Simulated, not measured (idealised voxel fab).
process module | voxel spacer lines
cross-section cut | 255 nm wide | cells 5 nm
A cross-section is a grid of square cells, given in bands from the top down. A band is one or more rows of cells.
Each band's line starts with the height of the band's top and of its bottom, in nm. Then come its materials from left to right, each with its width in nm. One material with "throughout" fills the band from edge to edge. "air" is empty space.
Height 0 is the level under which the wafer as received is all one material. The lowest band goes on downwards, as in "0 down".
A width such as "30 to 40" changes by the same amount from each row of cells to the next, from the band's top row to its bottom row.
"no change" after a step means that no cell of the cross-section changed.
closed voids: empty space of 8 cells or more with no open way to the top, each as width x height at its distance from the left edge, in nm
after a step's settings: what the simulator itself notes on the step
overlay nm, on a step with a mask: how far to the right of its planned place the mask lay; to the left if negative
plan
1 op RECEIVE | material Si
2 op CONFORMAL_DEP | material Al2O3 | thk nm 10
3 op DIRECTIONAL_DEP | material W | thk nm 15
4 op DIRECTIONAL_DEP | material aC | thk nm 30
5 op PATTERN | tone cover | mask id MANDREL | material resist | width nm 25 | pitch nm 80 | thk nm 40 | overlay nm 0
6 op DIRECTIONAL_ETCH | etch materials aC | depth nm 30
7 op STRIP | etch materials resist
8 op CONFORMAL_DEP | material SiN | thk nm 15
9 op DIRECTIONAL_ETCH | etch materials SiN | depth nm 15
10 op STRIP | etch materials aC
11 op DIRECTIONAL_ETCH | etch materials W | depth nm 15
12 op STRIP | etch materials SiN
as received, after step 1
  0 down: Si throughout
  closed voids: none
a wafer at the end: this start, this plan, one mistake
  15 to 0: air 20 | W 15 | air 25 | W 15 | air 25 | W 15 | air 25 | W 15 | air 25 | W 15 | air 25 | W 15 | air 20
  0 down: Si throughout
  closed voids: none
what went wrong: step 2 was left out
